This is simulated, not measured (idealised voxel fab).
The following is a process module called voxel air gaps.
Displayed cross-section: cut, width of 185 nm, square cells sized 5 nm.
A cross-section is written here as square cells arranged in a grid, and it is given in bands from the top down, each band taking up one or more rows of cells. Look at the band entry: it leads with the top's height and the bottom's height in nm. Then it lists the materials left to right, with a width in nm for each. The word "everywhere" on a single material says that material fills the band edge to edge. The word "blank" is empty space. Counting heights begins at 0, where everything beneath is, in the wafer as received, one material. The lowest band has no bottom; it goes on downwards, as "z 0 and below" shows. The expression "30->40" gives the width at the extremes of the band, the first number at its top row of cells and the second at its bottom row, with the width changing by equal amounts from each row to the next in between. Given "same as before" for a step, no cell of the cross-section differs between before and after that step. "Closed void catalog" means: voids of 8 cells or more that are shut off from the top with no open way through. Written width x height at distance, distance from the left edge, in nm. What comes after the settings on a step's line is commentary from the simulator itself on that step. A step's line can hold "overlay nm"; with a mask on that step, the setting says how far right of the planned place the mask lay, while a negative setting says it lay to the left.
# This section lists the process steps that were planned
1. RECEIVE [material Si]
2. CONFORMAL_DEP [material SiO2] [thk nm 10]
3. CONFORMAL_DEP [material SiN] [thk nm 5]
4. DIRECTIONAL_DEP [material lowk] [thk nm 30]
5. PATTERN [tone open] [mask id LINES] [material resist] [width nm 20] [pitch nm 45] [thk nm 15] [overlay nm 0]
6. DIRECTIONAL_ETCH [etch materials lowk] [depth nm 30]
7. STRIP [etch materials resist]
8. CONFORMAL_DEP [material TiN] [thk nm 5]
9. FILL_DEP [material W] [thk nm 10]
10. CMP [height nm 45]
11. EPI [material Ru] [thk nm 10]
12. SELECTIVE_ETCH [etch materials lowk] [depth nm 40]
13. CONFORMAL_DEP [material SiN] [thk nm 5]
# As received (post step 1): cross-section
- z 0 and below: Si everywhere
- Closed void catalog: none
# End state of the module in cross-section, given the above starting point and plan and one mistake in execution
- z 60 to 55: blank=25 | SiN=140 | blank=20
- z 55 to 45: blank=25 | SiN=5 | Ru=40 | SiN=5 | Ru=40 | SiN=5 | Ru=40 | SiN=5 | blank=20
- z 45 to 40: blank=25 | SiN=15 | TiN=5 | W=10 | TiN=5 | SiN=25 | TiN=5 | W=10 | TiN=5 | SiN=25 | TiN=5 | W=10 | TiN=5 | SiN=15 | blank=20
- z 40 to 20: blank=35 | SiN=5 | TiN=5 | W=10 | TiN=5 | SiN=5 | blank=15 | SiN=5 | TiN=5 | W=10 | TiN=5 | SiN=5 | blank=15 | SiN=5 | TiN=5 | W=10 | TiN=5 | SiN=5 | blank=30
- z 20 to 15: SiN=40 | TiN=20 | SiN=25 | TiN=20 | SiN=25 | TiN=20 | SiN=35
- z 15 to 10: SiN everywhere
- z 10 to 0: SiO2 everywhere
- z 0 and below: Si everywhere
- Closed void catalog: 15 x 20 at 65; 15 x 20 at 110
Nonconformance to the process plan: step 5 ran differently from the plan; actual operation with settings: PATTERN [tone open] [mask id LINES] [material resist] [width nm 20] [pitch nm 45] [thk nm 15] [overlay nm 5]
